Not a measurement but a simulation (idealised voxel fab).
process module | voxel capacitor over wiring
It is cross-section cut that appears here, measuring 185 nm in width, its square cells being 5 nm in size.
Cross-section = grid of square cells, listed top down in bands; band = one or more rows. Heights first: top, then bottom, in nm. Then materials, left to right, each with a width in nm. "throughout" on a single material: fills the band edge to edge. "blank": empty space. Convention: height 0 is the level below which the wafer, as received, is all one material. The lowest band does not terminate at the bottom but continues downward, represented as "z 0 and below". You'd read "30->40" like this: the band's top row of cells is as wide as the first number, its bottom row is as wide as the second, and going down, every row changes width by the same amount as the row before did. Key: "remained unchanged" - step with no changed cell in the cross-section. What "Enclosed cavities" gives you is every empty space of 8 cells or more that is cut off from the top. Each appears as width x height at distance, with the distance taken from the left edge and width, height and distance all in nm. Past the settings on a step's line: simulator remark, on that step. For masked steps, "overlay nm" on the step line gives how far right of plan the mask actually lay; a minus sign means it lay to the left.

-- These are the steps we planned for the process
1 RECEIVE (material Si)
2 CONFORMAL_DEP (material SiO2; thk nm 15)
3 DIRECTIONAL_DEP (material TiN; thk nm 5)
4 DIRECTIONAL_DEP (material Ru; thk nm 15)
5 MASKED_ETCH (tone cover; mask id METAL_1; width nm 30; pitch nm 100; etch materials Ru; depth nm 15; overlay nm 0)
6 MASKED_ETCH (tone cover; mask id METAL_1; width nm 30; pitch nm 100; etch materials TiN; depth nm 5; overlay nm 0)
7 FILL_DEP (material SiO2; thk nm 5)
8 CMP (height nm 35)
9 CONFORMAL_DEP (material SiCN; thk nm 5)
10 DIRECTIONAL_DEP (material lowk; thk nm 15)
11 DIRECTIONAL_DEP (material aC; thk nm 15)
12 PATTERN (tone open; mask id PLUG_1; material resist; width nm 15; thk nm 35; overlay nm 0)
13 DIRECTIONAL_ETCH (etch materials aC; depth nm 15)
14 STRIP (etch materials resist)
15 DIRECTIONAL_ETCH (etch materials lowk; depth nm 15)
16 DIRECTIONAL_ETCH (etch materials SiCN; depth nm 5)
17 STRIP (etch materials aC)
18 CONFORMAL_DEP (material TiN; thk nm 5)
19 FILL_DEP (material Cu; thk nm 5)
20 CMP (height nm 55)
21 DIRECTIONAL_DEP (material TiN; thk nm 10)
22 DIRECTIONAL_DEP (material HfO2; thk nm 5)
23 DIRECTIONAL_DEP (material TiN; thk nm 5)
24 DIRECTIONAL_DEP (material aC; thk nm 10)
25 PATTERN (tone cover; mask id UPPER_PLATE; material resist; width nm 75; thk nm 30; overlay nm 0)
26 DIRECTIONAL_ETCH (etch materials aC; depth nm 10)
27 STRIP (etch materials resist)
28 DIRECTIONAL_ETCH (etch materials TiN; depth nm 5)
29 DIRECTIONAL_ETCH (etch materials HfO2; depth nm 5)
30 STRIP (etch materials aC)
31 DIRECTIONAL_DEP (material aC; thk nm 15)
32 PATTERN (tone cover; mask id LOWER_PLATE; material resist; width nm 85; thk nm 30; overlay nm 0)
33 DIRECTIONAL_ETCH (etch materials aC; depth nm 15)
34 STRIP (etch materials resist)
35 DIRECTIONAL_ETCH (etch materials TiN; depth nm 10)
36 STRIP (etch materials aC)
37 FILL_DEP (material SiO2; thk nm 20)
38 CMP (height nm 90)
39 MASKED_ETCH (tone open; mask id PLUG_2; width nm 15; etch materials SiO2; depth nm 15; overlay nm 0)
40 CONFORMAL_DEP (material TiN; thk nm 5)
41 FILL_DEP (material Ru; thk nm 5)
42 CMP (height nm 90)
43 CONFORMAL_DEP (material SiCN; thk nm 5)

-- First of two wafers - as planned

-- Cross-section: wafer on arrival = after step 1
> z 0 and below = Si throughout
> Enclosed cavities: none

-- After step 2, in cross-section
> z 15 to 0 = SiO2 throughout
> Everything below 0 is unchanged.

-- After step 3, in cross-section
> z 20 to 15 = TiN throughout
> Everything below 15 is unchanged.

-- After step 4, in cross-section
> z 35 to 20 = Ru throughout
> Everything below 20 is unchanged.

-- After step 5, in cross-section
> z 35 to 20 = blank: 25 | Ru: 30 | blank: 70 | Ru: 30 | blank: 30
> Everything below 20 is unchanged.

-- After step 6, in cross-section
> z 35 to 20 = blank: 25 | Ru: 30 | blank: 70 | Ru: 30 | blank: 30
> z 20 to 15 = blank: 25 | TiN: 30 | blank: 70 | TiN: 30 | blank: 30
> Everything below 15 is unchanged.

-- After step 7, in cross-section
> z 40 to 35 = SiO2 throughout
> z 35 to 20 = SiO2: 25 | Ru: 30 | SiO2: 70 | Ru: 30 | SiO2: 30
> z 20 to 15 = SiO2: 25 | TiN: 30 | SiO2: 70 | TiN: 30 | SiO2: 30
> Everything below 15 is unchanged.

-- After step 8, in cross-section
> z 35 to 20 = SiO2: 25 | Ru: 30 | SiO2: 70 | Ru: 30 | SiO2: 30
> Everything below 20 is unchanged.

-- After step 9, in cross-section
> z 40 to 35 = SiCN throughout
> Everything below 35 is unchanged.

-- After step 10, in cross-section
> z 55 to 40 = lowk throughout
> Everything below 40 is unchanged.

-- After step 11, in cross-section
> z 70 to 55 = aC throughout
> Everything below 55 is unchanged.

-- After step 12, in cross-section
> z 105 to 70 = resist: 40 | blank: 15 | resist: 130
> Everything below 70 is unchanged.

-- After step 13, in cross-section
> z 90 to 70 = resist: 40 | blank: 15 | resist: 130
> z 70 to 55 = aC: 40 | blank: 15 | aC: 130
> Everything below 55 is unchanged.

-- After step 14, in cross-section
> z 70 to 55 = aC: 40 | blank: 15 | aC: 130
> Everything below 55 is unchanged.

-- After step 15, in cross-section
> z 70 to 55 = aC: 40 | blank: 15 | aC: 130
> z 55 to 40 = lowk: 40 | blank: 15 | lowk: 130
> Everything below 40 is unchanged.

-- After step 16, in cross-section
> z 70 to 55 = aC: 40 | blank: 15 | aC: 130
> z 55 to 40 = lowk: 40 | blank: 15 | lowk: 130
> z 40 to 35 = SiCN: 40 | blank: 15 | SiCN: 130
> Everything below 35 is unchanged.

-- After step 17, in cross-section
> z 55 to 40 = lowk: 40 | blank: 15 | lowk: 130
> Everything below 40 is unchanged.

-- After step 18, in cross-section
> z 60 to 55 = TiN: 45 | blank: 5 | TiN: 135
> z 55 to 40 = lowk: 40 | TiN: 5 | blank: 5 | TiN: 5 | lowk: 130
> z 40 to 35 = SiCN: 40 | TiN: 15 | SiCN: 130
> Everything below 35 is unchanged.

-- After step 19, in cross-section
> z 65 to 60 = Cu throughout
> z 60 to 55 = TiN: 45 | Cu: 5 | TiN: 135
> z 55 to 40 = lowk: 40 | TiN: 5 | Cu: 5 | TiN: 5 | lowk: 130
> Everything below 40 is unchanged.

-- After step 20, in cross-section
> z 55 to 40 = lowk: 40 | TiN: 5 | Cu: 5 | TiN: 5 | lowk: 130
> Everything below 40 is unchanged.

-- After step 21, in cross-section
> z 65 to 55 = TiN throughout
> Everything below 55 is unchanged.

-- After step 22, in cross-section
> z 70 to 65 = HfO2 throughout
> Everything below 65 is unchanged.

-- After step 23, in cross-section
> z 75 to 70 = TiN throughout
> Everything below 70 is unchanged.

-- After step 24, in cross-section
> z 85 to 75 = aC throughout
> Everything below 75 is unchanged.

-- After step 25, in cross-section
> z 115 to 85 = blank: 40 | resist: 75 | blank: 70
> Everything below 85 is unchanged.

-- After step 26, in cross-section
> z 105 to 85 = blank: 40 | resist: 75 | blank: 70
> z 85 to 75 = blank: 40 | aC: 75 | blank: 70
> Everything below 75 is unchanged.

-- After step 27, in cross-section
> z 85 to 75 = blank: 40 | aC: 75 | blank: 70
> Everything below 75 is unchanged.

-- After step 28, in cross-section
> z 85 to 75 = blank: 40 | aC: 75 | blank: 70
> z 75 to 70 = blank: 40 | TiN: 75 | blank: 70
> Everything below 70 is unchanged.

-- After step 29, in cross-section
> z 85 to 75 = blank: 40 | aC: 75 | blank: 70
> z 75 to 70 = blank: 40 | TiN: 75 | blank: 70
> z 70 to 65 = blank: 40 | HfO2: 75 | blank: 70
> Everything below 65 is unchanged.

-- After step 30, in cross-section
> z 75 to 70 = blank: 40 | TiN: 75 | blank: 70
> Everything below 70 is unchanged.

-- After step 31, in cross-section
> z 90 to 80 = blank: 40 | aC: 75 | blank: 70
> z 80 to 75 = aC throughout
> z 75 to 70 = aC: 40 | TiN: 75 | aC: 70
> z 70 to 65 = aC: 40 | HfO2: 75 | aC: 70
> Everything below 65 is unchanged.

-- After step 32, in cross-section
> z 120 to 90 = blank: 35 | resist: 85 | blank: 65
> z 90 to 80 = blank: 35 | resist: 5 | aC: 75 | resist: 5 | blank: 65
> Everything below 80 is unchanged.

-- After step 33, in cross-section
> z 105 to 90 = blank: 35 | resist: 85 | blank: 65
> z 90 to 80 = blank: 35 | resist: 5 | aC: 75 | resist: 5 | blank: 65
> z 80 to 75 = blank: 35 | aC: 85 | blank: 65
> z 75 to 70 = blank: 35 | aC: 5 | TiN: 75 | aC: 5 | blank: 65
> z 70 to 65 = blank: 35 | aC: 5 | HfO2: 75 | aC: 5 | blank: 65
> Everything below 65 is unchanged.

-- After step 34, in cross-section
> z 90 to 80 = blank: 40 | aC: 75 | blank: 70
> Everything below 80 is unchanged.

-- After step 35, in cross-section
> z 90 to 80 = blank: 40 | aC: 75 | blank: 70
> z 80 to 75 = blank: 35 | aC: 85 | blank: 65
> z 75 to 70 = blank: 35 | aC: 5 | TiN: 75 | aC: 5 | blank: 65
> z 70 to 65 = blank: 35 | aC: 5 | HfO2: 75 | aC: 5 | blank: 65
> z 65 to 55 = blank: 35 | TiN: 85 | blank: 65
> Everything below 55 is unchanged.

-- After step 36, in cross-section
> z 75 to 70 = blank: 40 | TiN: 75 | blank: 70
> z 70 to 65 = blank: 40 | HfO2: 75 | blank: 70
> Everything below 65 is unchanged.

-- After step 37, in cross-section
> z 95 to 75 = SiO2 throughout
> z 75 to 70 = SiO2: 40 | TiN: 75 | SiO2: 70
> z 70 to 65 = SiO2: 40 | HfO2: 75 | SiO2: 70
> z 65 to 55 = SiO2: 35 | TiN: 85 | SiO2: 65
> Everything below 55 is unchanged.

-- After step 38, in cross-section
> z 90 to 75 = SiO2 throughout
> Everything below 75 is unchanged.

-- After step 39, in cross-section
> z 90 to 75 = SiO2: 50 | blank: 15 | SiO2: 120
> Everything below 75 is unchanged.

-- After step 40, in cross-section
> z 95 to 90 = TiN: 55 | blank: 5 | TiN: 125
> z 90 to 80 = SiO2: 50 | TiN: 5 | blank: 5 | TiN: 5 | SiO2: 120
> z 80 to 70 = SiO2: 50->40 | TiN: 15->75 | SiO2: 120->70
> Everything below 70 is unchanged.

-- After step 41, in cross-section
> z 100 to 95 = Ru throughout
> z 95 to 90 = TiN: 55 | Ru: 5 | TiN: 125
> z 90 to 80 = SiO2: 50 | TiN: 5 | Ru: 5 | TiN: 5 | SiO2: 120
> Everything below 80 is unchanged.

-- After step 42, in cross-section
> z 90 to 80 = SiO2: 50 | TiN: 5 | Ru: 5 | TiN: 5 | SiO2: 120
> Everything below 80 is unchanged.

-- After step 43, in cross-section
> z 95 to 90 = SiCN throughout
> Everything below 90 is unchanged.

-- Second of two: same start, same plan, one run error; steps up to and including 11 match the first

-- Second wafer profile in section, at the moment step 12 of the plan was meant to be complete
> z 105 to 70 = blank: 40 | resist: 15 | blank: 130
> Everything below 70 is unchanged.

-- Second wafer profile in section, at the moment step 13 of the plan was meant to be complete
> z 90 to 70 = blank: 40 | resist: 15 | blank: 130
> z 70 to 55 = blank: 40 | aC: 15 | blank: 130
> Everything below 55 is unchanged.

-- Second wafer profile in section, at the moment step 14 of the plan was meant to be complete
> z 70 to 55 = blank: 40 | aC: 15 | blank: 130
> Everything below 55 is unchanged.

-- Second wafer profile in section, at the moment step 15 of the plan was meant to be complete
> z 70 to 55 = blank: 40 | aC: 15 | blank: 130
> z 55 to 40 = blank: 40 | lowk: 15 | blank: 130
> Everything below 40 is unchanged.

-- Second wafer profile in section, at the moment step 16 of the plan was meant to be complete
> z 70 to 55 = blank: 40 | aC: 15 | blank: 130
> z 55 to 40 = blank: 40 | lowk: 15 | blank: 130
> z 40 to 35 = blank: 40 | SiCN: 15 | blank: 130
> Everything below 35 is unchanged.

-- Second wafer profile in section, at the moment step 17 of the plan was meant to be complete
> z 55 to 40 = blank: 40 | lowk: 15 | blank: 130
> Everything below 40 is unchanged.

-- Second wafer profile in section, at the moment step 18 of the plan was meant to be complete
> z 60 to 55 = blank: 35 | TiN: 25 | blank: 125
> z 55 to 40 = blank: 35 | TiN: 5 | lowk: 15 | TiN: 5 | blank: 125
> z 40 to 35 = TiN: 40 | SiCN: 15 | TiN: 130
> Everything below 35 is unchanged.

-- Second wafer profile in section, at the moment step 19 of the plan was meant to be complete
> z 65 to 60 = Cu throughout
> z 60 to 55 = Cu: 35 | TiN: 25 | Cu: 125
> z 55 to 40 = Cu: 35 | TiN: 5 | lowk: 15 | TiN: 5 | Cu: 125
> Everything below 40 is unchanged.

-- Second wafer profile in section, at the moment step 20 of the plan was meant to be complete
> z 55 to 40 = Cu: 35 | TiN: 5 | lowk: 15 | TiN: 5 | Cu: 125
> Everything below 40 is unchanged.

-- Second wafer profile in section, at the moment step 21 of the plan was meant to be complete
> z 65 to 55 = TiN throughout
> Everything below 55 is unchanged.

-- Second wafer profile in section, at the moment step 22 of the plan was meant to be complete
> z 70 to 65 = HfO2 throughout
> Everything below 65 is unchanged.

-- Second wafer profile in section, at the moment step 23 of the plan was meant to be complete
> z 75 to 70 = TiN throughout
> Everything below 70 is unchanged.

-- Second wafer profile in section, at the moment step 24 of the plan was meant to be complete
> z 85 to 75 = aC throughout
> Everything below 75 is unchanged.

-- Second wafer profile in section, at the moment step 25 of the plan was meant to be complete
> z 115 to 85 = blank: 40 | resist: 75 | blank: 70
> Everything below 85 is unchanged.

-- Second wafer profile in section, at the moment step 26 of the plan was meant to be complete
> z 105 to 85 = blank: 40 | resist: 75 | blank: 70
> z 85 to 75 = blank: 40 | aC: 75 | blank: 70
> Everything below 75 is unchanged.

-- Second wafer profile in section, at the moment step 27 of the plan was meant to be complete
> z 85 to 75 = blank: 40 | aC: 75 | blank: 70
> Everything below 75 is unchanged.

-- Second wafer profile in section, at the moment step 28 of the plan was meant to be complete
> z 85 to 75 = blank: 40 | aC: 75 | blank: 70
> z 75 to 70 = blank: 40 | TiN: 75 | blank: 70
> Everything below 70 is unchanged.

-- Second wafer profile in section, at the moment step 29 of the plan was meant to be complete
> z 85 to 75 = blank: 40 | aC: 75 | blank: 70
> z 75 to 70 = blank: 40 | TiN: 75 | blank: 70
> z 70 to 65 = blank: 40 | HfO2: 75 | blank: 70
> Everything below 65 is unchanged.

-- Second wafer profile in section, at the moment step 30 of the plan was meant to be complete
> z 75 to 70 = blank: 40 | TiN: 75 | blank: 70
> Everything below 70 is unchanged.

-- Second wafer profile in section, at the moment step 31 of the plan was meant to be complete
> z 90 to 80 = blank: 40 | aC: 75 | blank: 70
> z 80 to 75 = aC throughout
> z 75 to 70 = aC: 40 | TiN: 75 | aC: 70
> z 70 to 65 = aC: 40 | HfO2: 75 | aC: 70
> Everything below 65 is unchanged.

-- Second wafer profile in section, at the moment step 32 of the plan was meant to be complete
> z 120 to 90 = blank: 35 | resist: 85 | blank: 65
> z 90 to 80 = blank: 35 | resist: 5 | aC: 75 | resist: 5 | blank: 65
> Everything below 80 is unchanged.

-- Second wafer profile in section, at the moment step 33 of the plan was meant to be complete
> z 105 to 90 = blank: 35 | resist: 85 | blank: 65
> z 90 to 80 = blank: 35 | resist: 5 | aC: 75 | resist: 5 | blank: 65
> z 80 to 75 = blank: 35 | aC: 85 | blank: 65
> z 75 to 70 = blank: 35 | aC: 5 | TiN: 75 | aC: 5 | blank: 65
> z 70 to 65 = blank: 35 | aC: 5 | HfO2: 75 | aC: 5 | blank: 65
> Everything below 65 is unchanged.

-- Second wafer profile in section, at the moment step 34 of the plan was meant to be complete
> z 90 to 80 = blank: 40 | aC: 75 | blank: 70
> Everything below 80 is unchanged.

-- Second wafer profile in section, at the moment step 35 of the plan was meant to be complete
> z 90 to 80 = blank: 40 | aC: 75 | blank: 70
> z 80 to 75 = blank: 35 | aC: 85 | blank: 65
> z 75 to 70 = blank: 35 | aC: 5 | TiN: 75 | aC: 5 | blank: 65
> z 70 to 65 = blank: 35 | aC: 5 | HfO2: 75 | aC: 5 | blank: 65
> z 65 to 55 = blank: 35 | TiN: 85 | blank: 65
> Everything below 55 is unchanged.

-- Second wafer profile in section, at the moment step 36 of the plan was meant to be complete
> z 75 to 70 = blank: 40 | TiN: 75 | blank: 70
> z 70 to 65 = blank: 40 | HfO2: 75 | blank: 70
> Everything below 65 is unchanged.

-- Second wafer profile in section, at the moment step 37 of the plan was meant to be complete
> z 95 to 75 = SiO2 throughout
> z 75 to 70 = SiO2: 40 | TiN: 75 | SiO2: 70
> z 70 to 65 = SiO2: 40 | HfO2: 75 | SiO2: 70
> z 65 to 55 = SiO2: 35 | TiN: 85 | SiO2: 65
> Everything below 55 is unchanged.

-- Second wafer profile in section, at the moment step 38 of the plan was meant to be complete
> z 90 to 75 = SiO2 throughout
> Everything below 75 is unchanged.

-- Second wafer profile in section, at the moment step 39 of the plan was meant to be complete
> z 90 to 75 = SiO2: 50 | blank: 15 | SiO2: 120
> Everything below 75 is unchanged.

-- Second wafer profile in section, at the moment step 40 of the plan was meant to be complete
> z 95 to 90 = TiN: 55 | blank: 5 | TiN: 125
> z 90 to 80 = SiO2: 50 | TiN: 5 | blank: 5 | TiN: 5 | SiO2: 120
> z 80 to 70 = SiO2: 50->40 | TiN: 15->75 | SiO2: 120->70
> Everything below 70 is unchanged.

-- Second wafer profile in section, at the moment step 41 of the plan was meant to be complete
> z 100 to 95 = Ru throughout
> z 95 to 90 = TiN: 55 | Ru: 5 | TiN: 125
> z 90 to 80 = SiO2: 50 | TiN: 5 | Ru: 5 | TiN: 5 | SiO2: 120
> Everything below 80 is unchanged.

-- Second wafer profile in section, at the moment step 42 of the plan was meant to be complete
> z 90 to 80 = SiO2: 50 | TiN: 5 | Ru: 5 | TiN: 5 | SiO2: 120
> Everything below 80 is unchanged.

-- Second wafer profile in section, at the moment step 43 of the plan was meant to be complete
> z 95 to 90 = SiCN throughout
> Everything below 90 is unchanged.
Deviation from plan: it should be noted that step 12 was executed with settings other than those planned, the operation and settings actually applied being PATTERN (tone cover; mask id PLUG_1; material resist; width nm 15; thk nm 35; overlay nm 0)
Upon completion, the second wafer contains, in terms of cells, a greater or smaller amount of certain materials than the first wafer: Cu: 93 more; SiCN: 31 fewer; TiN: 31 more; lowk: 93 fewer
